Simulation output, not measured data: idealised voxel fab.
Module name: voxel self aligned contacts (process module)
For reference, the cross-section in this document is cut, with width 225 nm and square cells of 5 nm.
Cross-section layout: square cells on a grid; listed as bands, top to bottom; a band spans one or more cell rows. Heights first: top, then bottom, in nm. Then materials, left to right, each with a width in nm. "everywhere" on a single material: fills the band edge to edge. "air": empty space. Heights are measured from 0, the level below which the as-received wafer is all one material; the lowest band has no bottom and continues downward, written as in "z 0 and below". With a width like "30->40", each row of cells in the band differs from the next by the same amount, the top row carrying the first number and the bottom row the second. Step marked "nothing changed"? Then no cell in the cross-section changed in it. Reported under the label "Enclosed cavities" are the empty spaces having no open way to the top and comprising 8 cells or more; the notation for each is width x height at distance, in which the distance is measured from the left edge and all three values are in nm. That trailing text on a step's line, after the settings, is the simulator's own remark on the step. overlay nm: mask right of planned place by this much (step with mask). Neg. = left. So the way this works: pairs, before and after one process step. The after picture only goes down to the lowest band that actually changed, nothing below. Step and its settings are under each pair. And watch out, pairs might come from different runs of this module, same starting wafer though, so a pair only follows on from the one above if its "Preceding state" entry tells you so.
Preceding state:
* z 55 to 45: SiO2 (90), air (45), SiO2 (90)
* z 45 to 25: SiO2 (45), SiN (55), air (20), SiN (55), SiO2 (50)
* z 25 to 5: SiO2 (45), SiN (10), polySi (35), SiN (10), air (20), SiN (10), polySi (35), SiN (10), SiO2 (50)
* z 5 to 0: SiO2 (100), air (20), SiO2 (105)
* z 0 and below: Si everywhere
* Enclosed cavities: none
Post-Step Cross-Section:
* z 60 to 55: TiN (95), air (35), TiN (95)
* z 55 to 45: SiO2 (90), TiN (5->15), air (35->10), TiN (5->20), SiO2 (90)
* z 45 to 25: SiO2 (45), SiN (55), TiN (5), air (10), TiN (5), SiN (55), SiO2 (50)
* z 25 to 5: SiO2 (45), SiN (10), polySi (35), SiN (10), TiN (5), air (10), TiN (5), SiN (10), polySi (35), SiN (10), SiO2 (50)
* z 5 to 0: SiO2 (100), TiN (20), SiO2 (105)
* Lower than 0, everything is as it was.
* Enclosed cavities: none
The structure shown above changes from one cross-section to the other through CONFORMAL_DEP | material TiN | thk nm 5
Preceding state: cross-section not repeated; it is the one shown after the step in the pair just above.
Post-Step Cross-Section:
* z 70 to 60: W everywhere
* z 60 to 55: TiN (95), W (35), TiN (95)
* z 55 to 45: SiO2 (90), TiN (5->15), W (35->10), TiN (5->20), SiO2 (90)
* z 45 to 25: SiO2 (45), SiN (55), TiN (5), W (10), TiN (5), SiN (55), SiO2 (50)
* z 25 to 5: SiO2 (45), SiN (10), polySi (35), SiN (10), TiN (5), W (10), TiN (5), SiN (10), polySi (35), SiN (10), SiO2 (50)
* Lower than 5, everything is as it was.
* Enclosed cavities: none
The structure shown above changes from one cross-section to the other through FILL_DEP | material W | thk nm 10
Preceding state: cross-section not repeated; it is the one shown after the step in the pair just above.
Post-Step Cross-Section:
* z 55 to 45: SiO2 (90), TiN (5->15), W (35->10), TiN (5->20), SiO2 (90)
* Lower than 45, everything is as it was.
* Enclosed cavities: none
The structure shown above changes from one cross-section to the other through CMP | height nm 55
Preceding state: cross-section not repeated; it is the one shown after the step in the pair just above.
Post-Step Cross-Section:
* z 60 to 55: SiCN everywhere
* Lower than 55, everything is as it was.
* Enclosed cavities: none
The structure shown above changes from one cross-section to the other through CONFORMAL_DEP | material SiCN | thk nm 5
Preceding state:
* z 60 to 45: aC everywhere
* z 45 to 25: SiN everywhere
* z 25 to 5: polySi everywhere
* z 5 to 0: SiO2 everywhere
* z 0 and below: Si everywhere
* Enclosed cavities: none
Post-Step Cross-Section:
* z 95 to 60: air (45), resist (35), air (40), resist (35), air (70)
* Lower than 60, everything is as it was.
* Enclosed cavities: none
The structure shown above changes from one cross-section to the other through PATTERN | tone cover | mask id GATE | material resist | width nm 35 | pitch nm 75 | thk nm 35 | overlay nm -10
Preceding state: cross-section not repeated; it is the one shown after the step in the pair just above.
Post-Step Cross-Section:
* z 80 to 60: air (45), resist (35), air (40), resist (35), air (70)
* z 60 to 45: air (45), aC (35), air (40), aC (35), air (70)
* Lower than 45, everything is as it was.
* Enclosed cavities: none
The structure shown above changes from one cross-section to the other through DIRECTIONAL_ETCH | etch materials aC | depth nm 15
Preceding state: cross-section not repeated; it is the one shown after the step in the pair just above.
Post-Step Cross-Section:
* z 60 to 45: air (45), aC (35), air (40), aC (35), air (70)
* Lower than 45, everything is as it was.
* Enclosed cavities: none
The structure shown above changes from one cross-section to the other through STRIP | etch materials resist
Preceding state: cross-section not repeated; it is the one shown after the step in the pair just above.
Post-Step Cross-Section:
* z 60 to 45: air (45), aC (35), air (40), aC (35), air (70)
* z 45 to 25: air (45), SiN (35), air (40), SiN (35), air (70)
* Lower than 25, everything is as it was.
* Enclosed cavities: none
The structure shown above changes from one cross-section to the other through DIRECTIONAL_ETCH | etch materials SiN | depth nm 20
Preceding state: cross-section not repeated; it is the one shown after the step in the pair just above.
Post-Step Cross-Section:
* z 60 to 45: air (45), aC (35), air (40), aC (35), air (70)
* z 45 to 25: air (45), SiN (35), air (40), SiN (35), air (70)
* z 25 to 5: air (45), polySi (35), air (40), polySi (35), air (70)
* Lower than 5, everything is as it was.
* Enclosed cavities: none
The structure shown above changes from one cross-section to the other through DIRECTIONAL_ETCH | etch materials polySi | depth nm 20
Preceding state: cross-section not repeated; it is the one shown after the step in the pair just above.
Post-Step Cross-Section:
* z 45 to 25: air (45), SiN (35), air (40), SiN (35), air (70)
* Lower than 25, everything is as it was.
* Enclosed cavities: none
The structure shown above changes from one cross-section to the other through STRIP | etch materials aC
Preceding state: cross-section not repeated; it is the one shown after the step in the pair just above.
Post-Step Cross-Section:
* z 55 to 25: air (35), SiN (55), air (20), SiN (55), air (60)
* z 25 to 15: air (35), SiN (10), polySi (35), SiN (10), air (20), SiN (10), polySi (35), SiN (10), air (60)
* z 15 to 5: SiN (45), polySi (35), SiN (40), polySi (35), SiN (70)
* Lower than 5, everything is as it was.
* Enclosed cavities: none
The structure shown above changes from one cross-section to the other through CONFORMAL_DEP | material SiN | thk nm 10
Preceding state: cross-section not repeated; it is the one shown after the step in the pair just above.
Post-Step Cross-Section:
* z 45 to 25: air (35), SiN (55), air (20), SiN (55), air (60)
* z 25 to 5: air (35), SiN (10), polySi (35), SiN (10), air (20), SiN (10), polySi (35), SiN (10), air (60)
* Lower than 5, everything is as it was.
* Enclosed cavities: none
The structure shown above changes from one cross-section to the other through DIRECTIONAL_ETCH | etch materials SiN | depth nm 10
Preceding state: cross-section not repeated; it is the one shown after the step in the pair just above.
Post-Step Cross-Section:
* z 60 to 45: SiO2 everywhere
* z 45 to 25: SiO2 (35), SiN (55), SiO2 (20), SiN (55), SiO2 (60)
* z 25 to 5: SiO2 (35), SiN (10), polySi (35), SiN (10), SiO2 (20), SiN (10), polySi (35), SiN (10), SiO2 (60)
* Lower than 5, everything is as it was.
* Enclosed cavities: none
The structure shown above changes from one cross-section to the other through FILL_DEP | material SiO2 | thk nm 15
Preceding state: cross-section not repeated; it is the one shown after the step in the pair just above.
Post-Step Cross-Section:
* z 55 to 45: SiO2 everywhere
* Lower than 45, everything is as it was.
* Enclosed cavities: none
The structure shown above changes from one cross-section to the other through CMP | height nm 55
Preceding state: cross-section not repeated; it is the one shown after the step in the pair just above.
Post-Step Cross-Section:
* z 75 to 55: resist (85), air (50), resist (90)
* Lower than 55, everything is as it was.
* Enclosed cavities: none
The structure shown above changes from one cross-section to the other through PATTERN | tone open | mask id CONTACT | material resist | width nm 50 | thk nm 20 | overlay nm 0
Preceding state: cross-section not repeated; it is the one shown after the step in the pair just above.
Post-Step Cross-Section:
* z 75 to 55: resist (85), air (50), resist (90)
* z 55 to 45: SiO2 (85), air (50), SiO2 (90)
* z 45 to 25: SiO2 (35), SiN (55), air (20), SiN (55), SiO2 (60)
* z 25 to 5: SiO2 (35), SiN (10), polySi (35), SiN (10), air (20), SiN (10), polySi (35), SiN (10), SiO2 (60)
* z 5 to 0: SiO2 (90), air (20), SiO2 (115)
* Lower than 0, everything is as it was.
* Enclosed cavities: none
The structure shown above changes from one cross-section to the other through DIRECTIONAL_ETCH | etch materials SiO2 | depth nm 55
Preceding state: cross-section not repeated; it is the one shown after the step in the pair just above.
Post-Step Cross-Section:
* z 55 to 45: SiO2 (85), air (50), SiO2 (90)
* Lower than 45, everything is as it was.
* Enclosed cavities: none
The structure shown above changes from one cross-section to the other through STRIP | etch materials resist
Preceding state: cross-section not repeated; it is the one shown after the step in the pair just above.
Post-Step Cross-Section:
* z 60 to 55: TiN (90), air (40), TiN (95)
* z 55 to 45: SiO2 (85), TiN (5->10), air (40->10), TiN (5->30), SiO2 (90)
* z 45 to 25: SiO2 (35), SiN (55), TiN (5), air (10), TiN (5), SiN (55), SiO2 (60)
* z 25 to 5: SiO2 (35), SiN (10), polySi (35), SiN (10), TiN (5), air (10), TiN (5), SiN (10), polySi (35), SiN (10), SiO2 (60)
* z 5 to 0: SiO2 (90), TiN (20), SiO2 (115)
* Lower than 0, everything is as it was.
* Enclosed cavities: none
The structure shown above changes from one cross-section to the other through CONFORMAL_DEP | material TiN | thk nm 5
Preceding state: cross-section not repeated; it is the one shown after the step in the pair just above.
Post-Step Cross-Section:
* z 70 to 60: W everywhere
* z 60 to 55: TiN (90), W (40), TiN (95)
* z 55 to 45: SiO2 (85), TiN (5->10), W (40->10), TiN (5->30), SiO2 (90)
* z 45 to 25: SiO2 (35), SiN (55), TiN (5), W (10), TiN (5), SiN (55), SiO2 (60)
* z 25 to 5: SiO2 (35), SiN (10), polySi (35), SiN (10), TiN (5), W (10), TiN (5), SiN (10), polySi (35), SiN (10), SiO2 (60)
* Lower than 5, everything is as it was.
* Enclosed cavities: none
The structure shown above changes from one cross-section to the other through FILL_DEP | material W | thk nm 10
Preceding state: cross-section not repeated; it is the one shown after the step in the pair just above.
Post-Step Cross-Section:
* z 55 to 45: SiO2 (85), TiN (5->10), W (40->10), TiN (5->30), SiO2 (90)
* Lower than 45, everything is as it was.
* Enclosed cavities: none
The structure shown above changes from one cross-section to the other through CMP | height nm 55
Preceding state: cross-section not repeated; it is the one shown after the step in the pair just above.
Post-Step Cross-Section:
* z 60 to 55: SiCN everywhere
* Lower than 55, everything is as it was.
* Enclosed cavities: none
The structure shown above changes from one cross-section to the other through CONFORMAL_DEP | material SiCN | thk nm 5
Preceding state:
* z 55 to 45: SiO2 (85), air (50), SiO2 (90)
* z 45 to 25: SiO2 (45), SiN (55), air (20), SiN (55), SiO2 (50)
* z 25 to 5: SiO2 (45), SiN (10), polySi (35), SiN (10), air (20), SiN (10), polySi (35), SiN (10), SiO2 (50)
* z 5 to 0: SiO2 (100), air (20), SiO2 (105)
* z 0 and below: Si everywhere
* Enclosed cavities: none
Post-Step Cross-Section:
* z 60 to 55: SiN (90), air (40), SiN (95)
* z 55 to 45: SiO2 (85), SiN (5->20), air (40->10), SiN (5->20), SiO2 (90)
* z 45 to 25: SiO2 (45), SiN (60), air (10), SiN (60), SiO2 (50)
* z 25 to 5: SiO2 (45), SiN (10), polySi (35), SiN (15), air (10), SiN (15), polySi (35), SiN (10), SiO2 (50)
* z 5 to 0: SiO2 (100), SiN (20), SiO2 (105)
* Lower than 0, everything is as it was.
* Enclosed cavities: none
The structure shown above changes from one cross-section to the other through CONFORMAL_DEP | material SiN | thk nm 5
Preceding state: cross-section not repeated; it is the one shown after the step in the pair just above.
Post-Step Cross-Section:
* z 70 to 60: W everywhere
* z 60 to 55: SiN (90), W (40), SiN (95)
* z 55 to 45: SiO2 (85), SiN (5->20), W (40->10), SiN (5->20), SiO2 (90)
* z 45 to 25: SiO2 (45), SiN (60), W (10), SiN (60), SiO2 (50)
* z 25 to 5: SiO2 (45), SiN (10), polySi (35), SiN (15), W (10), SiN (15), polySi (35), SiN (10), SiO2 (50)
* Lower than 5, everything is as it was.
* Enclosed cavities: none
The structure shown above changes from one cross-section to the other through FILL_DEP | material W | thk nm 10
Preceding state: cross-section not repeated; it is the one shown after the step in the pair just above.
Post-Step Cross-Section:
* z 55 to 45: SiO2 (85), SiN (5->20), W (40->10), SiN (5->20), SiO2 (90)
* Lower than 45, everything is as it was.
* Enclosed cavities: none
The structure shown above changes from one cross-section to the other through CMP | height nm 55
Preceding state: cross-section not repeated; it is the one shown after the step in the pair just above.
Post-Step Cross-Section:
* z 60 to 55: SiCN everywhere
* Lower than 55, everything is as it was.
* Enclosed cavities: none
The structure shown above changes from one cross-section to the other through CONFORMAL_DEP | material SiCN | thk nm 5
Preceding state:
* z 60 to 45: aC everywhere
* z 45 to 25: SiN everywhere
* z 25 to 5: polySi everywhere
* z 5 to 0: SiO2 everywhere
* z 0 and below: Si everywhere
* Enclosed cavities: none
Post-Step Cross-Section:
* z 95 to 60: resist (55), air (35), resist (40), air (35), resist (60)
* Lower than 60, everything is as it was.
* Enclosed cavities: none
The structure shown above changes from one cross-section to the other through PATTERN | tone open | mask id GATE | material resist | width nm 35 | pitch nm 75 | thk nm 35 | overlay nm 0
Preceding state: cross-section not repeated; it is the one shown after the step in the pair just above.
Post-Step Cross-Section:
* z 80 to 60: resist (55), air (35), resist (40), air (35), resist (60)
* z 60 to 45: aC (55), air (35), aC (40), air (35), aC (60)
* Lower than 45, everything is as it was.
* Enclosed cavities: none
The structure shown above changes from one cross-section to the other through DIRECTIONAL_ETCH | etch materials aC | depth nm 15
Preceding state: cross-section not repeated; it is the one shown after the step in the pair just above.
Post-Step Cross-Section:
* z 60 to 45: aC (55), air (35), aC (40), air (35), aC (60)
* Lower than 45, everything is as it was.
* Enclosed cavities: none
The structure shown above changes from one cross-section to the other through STRIP | etch materials resist
Preceding state: cross-section not repeated; it is the one shown after the step in the pair just above.
Post-Step Cross-Section:
* z 60 to 45: aC (55), air (35), aC (40), air (35), aC (60)
* z 45 to 25: SiN (55), air (35), SiN (40), air (35), SiN (60)
* Lower than 25, everything is as it was.
* Enclosed cavities: none
The structure shown above changes from one cross-section to the other through DIRECTIONAL_ETCH | etch materials SiN | depth nm 20
Preceding state: cross-section not repeated; it is the one shown after the step in the pair just above.
Post-Step Cross-Section:
* z 60 to 45: aC (55), air (35), aC (40), air (35), aC (60)
* z 45 to 25: SiN (55), air (35), SiN (40), air (35), SiN (60)
* z 25 to 5: polySi (55), air (35), polySi (40), air (35), polySi (60)
* Lower than 5, everything is as it was.
* Enclosed cavities: none
The structure shown above changes from one cross-section to the other through DIRECTIONAL_ETCH | etch materials polySi | depth nm 20
Preceding state: cross-section not repeated; it is the one shown after the step in the pair just above.
Post-Step Cross-Section:
* z 45 to 25: SiN (55), air (35), SiN (40), air (35), SiN (60)
* Lower than 25, everything is as it was.
* Enclosed cavities: none
The structure shown above changes from one cross-section to the other through STRIP | etch materials aC
Preceding state: cross-section not repeated; it is the one shown after the step in the pair just above.
Post-Step Cross-Section:
* z 55 to 25: SiN (65), air (15), SiN (60), air (15), SiN (70)
* z 25 to 15: polySi (55), SiN (10), air (15), SiN (10), polySi (40), SiN (10), air (15), SiN (10), polySi (60)
* z 15 to 5: polySi (55), SiN (35), polySi (40), SiN (35), polySi (60)
* Lower than 5, everything is as it was.
* Enclosed cavities: none
The structure shown above changes from one cross-section to the other through CONFORMAL_DEP | material SiN | thk nm 10
Preceding state: cross-section not repeated; it is the one shown after the step in the pair just above.
Post-Step Cross-Section:
* z 45 to 25: SiN (65), air (15), SiN (60), air (15), SiN (70)
* z 25 to 5: polySi (55), SiN (10), air (15), SiN (10), polySi (40), SiN (10), air (15), SiN (10), polySi (60)
* Lower than 5, everything is as it was.
* Enclosed cavities: none
The structure shown above changes from one cross-section to the other through DIRECTIONAL_ETCH | etch materials SiN | depth nm 10
Preceding state: cross-section not repeated; it is the one shown after the step in the pair just above.
Post-Step Cross-Section:
* z 60 to 45: SiO2 everywhere
* z 45 to 25: SiN (65), SiO2 (15), SiN (60), SiO2 (15), SiN (70)
* z 25 to 5: polySi (55), SiN (10), SiO2 (15), SiN (10), polySi (40), SiN (10), SiO2 (15), SiN (10), polySi (60)
* Lower than 5, everything is as it was.
* Enclosed cavities: none
The structure shown above changes from one cross-section to the other through FILL_DEP | material SiO2 | thk nm 15
Preceding state: cross-section not repeated; it is the one shown after the step in the pair just above.
Post-Step Cross-Section:
* z 55 to 45: SiO2 everywhere
* Lower than 45, everything is as it was.
* Enclosed cavities: none
The structure shown above changes from one cross-section to the other through CMP | height nm 55
Preceding state: cross-section not repeated; it is the one shown after the step in the pair just above.
Post-Step Cross-Section:
* z 75 to 55: resist (85), air (50), resist (90)
* Lower than 55, everything is as it was.
* Enclosed cavities: none
The structure shown above changes from one cross-section to the other through PATTERN | tone open | mask id CONTACT | material resist | width nm 50 | thk nm 20 | overlay nm 0
Preceding state: cross-section not repeated; it is the one shown after the step in the pair just above.
Post-Step Cross-Section:
* z 75 to 55: resist (85), air (50), resist (90)
* z 55 to 45: SiO2 (85), air (50), SiO2 (90)
* Lower than 45, everything is as it was.
* Enclosed cavities: none
The structure shown above changes from one cross-section to the other through DIRECTIONAL_ETCH | etch materials SiO2 | depth nm 55
Preceding state: cross-section not repeated; it is the one shown after the step in the pair just above.
Post-Step Cross-Section:
* z 55 to 45: SiO2 (85), air (50), SiO2 (90)
* Lower than 45, everything is as it was.
* Enclosed cavities: none
The structure shown above changes from one cross-section to the other through STRIP | etch materials resist
Preceding state: cross-section not repeated; it is the one shown after the step in the pair just above.
Post-Step Cross-Section:
* z 60 to 55: TiN (90), air (40), TiN (95)
* z 55 to 50: SiO2 (85), TiN (5), air (40), TiN (5), SiO2 (90)
* z 50 to 45: SiO2 (85), TiN (50), SiO2 (90)
* Lower than 45, everything is as it was.
* Enclosed cavities: none
The structure shown above changes from one cross-section to the other through CONFORMAL_DEP | material TiN | thk nm 5
Preceding state: cross-section not repeated; it is the one shown after the step in the pair just above.
Post-Step Cross-Section:
* z 70 to 60: W everywhere
* z 60 to 55: TiN (90), W (40), TiN (95)
* z 55 to 50: SiO2 (85), TiN (5), W (40), TiN (5), SiO2 (90)
* Lower than 50, everything is as it was.
* Enclosed cavities: none
The structure shown above changes from one cross-section to the other through FILL_DEP | material W | thk nm 10
Preceding state: cross-section not repeated; it is the one shown after the step in the pair just above.
Post-Step Cross-Section:
* z 55 to 50: SiO2 (85), TiN (5), W (40), TiN (5), SiO2 (90)
* Lower than 50, everything is as it was.
* Enclosed cavities: none
The structure shown above changes from one cross-section to the other through CMP | height nm 55
Preceding state: cross-section not repeated; it is the one shown after the step in the pair just above.
Post-Step Cross-Section:
* z 60 to 55: SiCN everywhere
* Lower than 55, everything is as it was.
* Enclosed cavities: none
The structure shown above changes from one cross-section to the other through CONFORMAL_DEP | material SiCN | thk nm 5
